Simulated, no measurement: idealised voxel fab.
Process module in this document: voxel fin reveal
Pictured: cross-section cut, 285 nm wide, on a grid of 5 nm square cells.
A cross-section is a grid of square cells, given in bands from the top down. A band is one or more rows of cells.
Basically the band line says how high the top is and how high the bottom is, in nm, and then what's in it from left to right, every material with its width in nm. Empty space shows up as "blank", and if a single material carries "everywhere" it runs the full band edge to edge.
Measure heights from 0. That's the level where, below it, the as-received wafer is all one material. The lowest band is bottomless and extends downward; write it as in "0 and below".
Width "30..40": first value at the band's top row of cells, second value at its bottom row, equal change from row to row.
Step marked "no change occurred"? Then no cell in the cross-section changed in it.
This entry, "Encapsulated voids", enumerates those empty regions of no fewer than 8 cells that possess no open connection to the top. Each region is reported in the form width x height at distance, the distance being taken from the left edge, with all three quantities expressed in nm.
Formally, on a step line, whatever follows the settings is a remark that the simulator itself makes on the step.
"overlay nm" denotes, for a step that has a mask, the displacement of the mask to the right of its planned place, with negative values corresponding to the left.

[Planned process steps]
1 RECEIVE, material Si
2 CONFORMAL_DEP, material SiN, thk nm 10
3 MASKED_ETCH, tone cover, mask id FINS, width nm 15, pitch nm 35, etch materials SiN, depth nm 10, overlay nm 0
4 MASKED_ETCH, tone cover, mask id FINS, width nm 15, pitch nm 35, etch materials Si, depth nm 30, overlay nm 0
5 OXIDIZE, depth nm 5
6 FILL_DEP, material SiO2, thk nm 15
7 CMP, height nm 10
8 SELECTIVE_ETCH, etch materials SiO2, depth nm 30
9 STRIP, etch materials SiN

[The first of two wafers, run as planned]

[As-received wafer cross-section (after step 1)]
> 0 and below: Si everywhere
> Encapsulated voids: none

[Step 2 done - wafer cross-section]
> 10 down to 0: SiN everywhere
> Lower than 0, everything is as it was.

[Step 3 done - wafer cross-section]
> 10 down to 0: blank: 115, SiN: 15, blank: 20, SiN: 15, blank: 120
> Lower than 0, everything is as it was.

[Step 4 done - wafer cross-section]
> 10 down to 0: blank: 115, SiN: 15, blank: 20, SiN: 15, blank: 120
> 0 down to -30: blank: 115, Si: 15, blank: 20, Si: 15, blank: 120
> Lower than -30, everything is as it was.

[Step 5 done - wafer cross-section]
> 10 down to 0: blank: 115, SiN: 15, blank: 20, SiN: 15, blank: 120
> 0 down to -30: blank: 115, SiO2: 5, Si: 5, SiO2: 5, blank: 20, SiO2: 5, Si: 5, SiO2: 5, blank: 120
> -30 down to -35: SiO2: 120, Si: 5, SiO2: 30, Si: 5, SiO2: 125
> Lower than -35, everything is as it was.

[Step 6 done - wafer cross-section]
> 25 down to 10: SiO2 everywhere
> 10 down to 0: SiO2: 115, SiN: 15, SiO2: 20, SiN: 15, SiO2: 120
> 0 down to -35: SiO2: 120, Si: 5, SiO2: 30, Si: 5, SiO2: 125
> Lower than -35, everything is as it was.

[Step 7 done - wafer cross-section]
> 10 down to 0: SiO2: 115, SiN: 15, SiO2: 20, SiN: 15, SiO2: 120
> Lower than 0, everything is as it was.

[Step 8 done - wafer cross-section]
> 10 down to 0: blank: 115, SiN: 15, blank: 20, SiN: 15, blank: 120
> 0 down to -20: blank: 120, Si: 5, blank: 30, Si: 5, blank: 125
> Lower than -20, everything is as it was.

[Step 9 done - wafer cross-section]
> 0 down to -20: blank: 120, Si: 5, blank: 30, Si: 5, blank: 125
> Lower than -20, everything is as it was.

[second wafer: like start, like plan, one mistake. Through step 3 it matches the first wafer]

[when step 4 should have ended]
> 10 down to 0: blank: 115, SiN: 15, blank: 20, SiN: 15, blank: 120
> 0 down to -30: blank: 115, Si: 25, blank: 10, Si: 25, blank: 110
> Lower than -30, everything is as it was.

[when step 5 should have ended]
> 10 down to 0: blank: 115, SiN: 15, blank: 20, SiN: 15, blank: 120
> 0 down to -5: blank: 115, SiO2: 5, Si: 5, SiO2: 15, blank: 10, SiO2: 5, Si: 5, SiO2: 15, blank: 110
> -5 down to -30: blank: 115, SiO2: 5, Si: 15, SiO2: 5, blank: 10, SiO2: 5, Si: 15, SiO2: 5, blank: 110
> -30 down to -35: SiO2: 120, Si: 15, SiO2: 20, Si: 15, SiO2: 115
> Lower than -35, everything is as it was.

[when step 6 should have ended]
> 25 down to 10: SiO2 everywhere
> 10 down to 0: SiO2: 115, SiN: 15, SiO2: 20, SiN: 15, SiO2: 120
> 0 down to -5: SiO2: 120, Si: 5, SiO2: 30, Si: 5, SiO2: 125
> -5 down to -35: SiO2: 120, Si: 15, SiO2: 20, Si: 15, SiO2: 115
> Lower than -35, everything is as it was.

[when step 7 should have ended]
> 10 down to 0: SiO2: 115, SiN: 15, SiO2: 20, SiN: 15, SiO2: 120
> Lower than 0, everything is as it was.

[when step 8 should have ended]
> 10 down to 0: blank: 115, SiN: 15, blank: 20, SiN: 15, blank: 120
> 0 down to -5: blank: 120, Si: 5, blank: 30, Si: 5, blank: 125
> -5 down to -20: blank: 120, Si: 15, blank: 20, Si: 15, blank: 115
> Lower than -20, everything is as it was.

[when step 9 should have ended]
> 0 down to -5: blank: 120, Si: 5, blank: 30, Si: 5, blank: 125
> Lower than -5, everything is as it was.
The plan and the run diverged here: step 4, actual vs plan mismatch, actual run MASKED_ETCH, tone cover, mask id FINS, width nm 15, pitch nm 35, etch materials Si, depth nm 30, overlay nm 10
Final cells, second wafer relative to first, materials higher or lower: Si +24 | SiO2 -12
